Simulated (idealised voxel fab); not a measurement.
Herein follows the process module entitled voxel double patterning.
The cross-section shown here is cut; it is 295 nm wide and divided into square cells measuring 5 nm on a side.
The cross-sections in this document take the form of a grid made of square cells. They are written out as bands, in order from top to bottom. Each band consists of one or more rows of cells. Basically the band line says how high the top is and how high the bottom is, in nm, and then what's in it from left to right, every material with its width in nm. Empty space shows up as "air", and if a single material carries "everywhere" it runs the full band edge to edge. Note: height 0 marks the level under which the wafer is uniformly one material as received. Lowest band unbounded below, written "0 down". A width given as "30->40" starts at the first number in the band's top row and ends at the second number in its bottom row, shifting by an equal amount at every step from row to row. "nothing different" (step): cross-section cells unchanged, all of them. "Unvented voids" - sealed voids, min. 8 cells, no opening to top; format: width x height at distance (distance from left edge; nm throughout). Read whatever lies past the settings on a step's line as the simulator's own remark about the step. "overlay nm" answers the question of how far to the right of plan the mask lay on a step that has a mask, and when it is negative the answer is to the left.

Planned step list for the process
1: RECEIVE | material Si
2: CONFORMAL_DEP | material SiO2 | thk nm 10
3: DIRECTIONAL_DEP | material W | thk nm 10
4: DIRECTIONAL_DEP | material SiN | thk nm 5
5: MASKED_ETCH | tone open | mask id FIRST | width nm 15 | pitch nm 50 | etch materials SiN | depth nm 5 | overlay nm 0
6: DIRECTIONAL_DEP | material aC | thk nm 10
7: PATTERN | tone open | mask id SECOND | material resist | width nm 15 | pitch nm 50 | thk nm 25 | overlay nm 0
8: DIRECTIONAL_ETCH | etch materials aC | depth nm 10
9: STRIP | etch materials resist
10: DIRECTIONAL_ETCH | etch materials SiN | depth nm 5
11: STRIP | etch materials aC
12: DIRECTIONAL_ETCH | etch materials W | depth nm 10
13: STRIP | etch materials SiN

First of two wafers, processed according to plan

Wafer as received: cross-section following step 1
- 0 down = Si everywhere
- Unvented voids: none

The wafer in cross-section once step 2 is complete
- 10 to 0 = SiO2 everywhere
- Anything lower than 0 is untouched.

The wafer in cross-section once step 3 is complete
- 20 to 10 = W everywhere
- Anything lower than 10 is untouched.

The wafer in cross-section once step 4 is complete
- 25 to 20 = SiN everywhere
- Anything lower than 20 is untouched.

The wafer in cross-section once step 5 is complete
- 25 to 20 = SiN=90, air=15, SiN=35, air=15, SiN=35, air=15, SiN=90
- Anything lower than 20 is untouched.

The wafer in cross-section once step 6 is complete
- 35 to 30 = aC=90, air=15, aC=35, air=15, aC=35, air=15, aC=90
- 30 to 25 = aC everywhere
- 25 to 20 = SiN=90, aC=15, SiN=35, aC=15, SiN=35, aC=15, SiN=90
- Anything lower than 20 is untouched.

The wafer in cross-section once step 7 is complete
- 60 to 35 = resist=115, air=15, resist=35, air=15, resist=115
- 35 to 30 = aC=90, resist=15, aC=35, resist=15, aC=35, resist=15, aC=90
- Anything lower than 30 is untouched.

The wafer in cross-section once step 8 is complete
- 50 to 35 = resist=115, air=15, resist=35, air=15, resist=115
- 35 to 30 = aC=90, resist=15, aC=10, air=15, aC=10, resist=15, aC=10, air=15, aC=10, resist=15, aC=90
- 30 to 25 = aC=115, air=15, aC=35, air=15, aC=115
- Anything lower than 25 is untouched.

The wafer in cross-section once step 9 is complete
- 35 to 30 = aC=90, air=15, aC=10, air=15, aC=10, air=15, aC=10, air=15, aC=10, air=15, aC=90
- Anything lower than 30 is untouched.

The wafer in cross-section once step 10 is complete
- 35 to 30 = aC=90, air=15, aC=10, air=15, aC=10, air=15, aC=10, air=15, aC=10, air=15, aC=90
- 30 to 25 = aC=115, air=15, aC=35, air=15, aC=115
- 25 to 20 = SiN=90, aC=15, SiN=10, air=15, SiN=10, aC=15, SiN=10, air=15, SiN=10, aC=15, SiN=90
- Anything lower than 20 is untouched.

The wafer in cross-section once step 11 is complete
- 25 to 20 = SiN=90, air=15, SiN=10, air=15, SiN=10, air=15, SiN=10, air=15, SiN=10, air=15, SiN=90
- Anything lower than 20 is untouched.

The wafer in cross-section once step 12 is complete
- 25 to 20 = SiN=90, air=15, SiN=10, air=15, SiN=10, air=15, SiN=10, air=15, SiN=10, air=15, SiN=90
- 20 to 10 = W=90, air=15, W=10, air=15, W=10, air=15, W=10, air=15, W=10, air=15, W=90
- Anything lower than 10 is untouched.

The wafer in cross-section once step 13 is complete
- 20 to 10 = W=90, air=15, W=10, air=15, W=10, air=15, W=10, air=15, W=10, air=15, W=90
- Anything lower than 10 is untouched.

Wafer two. Identical start, identical plan. One mistake in execution. Identical history through step 11

Look at the second wafer in cross-section at the time step 12 ought to have finished
- 25 to 20 = SiN=90, air=15, SiN=10, air=15, SiN=10, air=15, SiN=10, air=15, SiN=10, air=15, SiN=90
- 20 to 15 = W=90, air=15, W=10, air=15, W=10, air=15, W=10, air=15, W=10, air=15, W=90
- Anything lower than 15 is untouched.

Look at the second wafer in cross-section at the time step 13 ought to have finished
- 20 to 15 = W=90, air=15, W=10, air=15, W=10, air=15, W=10, air=15, W=10, air=15, W=90
- Anything lower than 15 is untouched.
Against the plan, the run slipped here: step 12 was not run as planned; what actually ran was DIRECTIONAL_ETCH | etch materials W | depth nm 5
Materials where the second wafer ends with more or fewer cells than the first: W +15
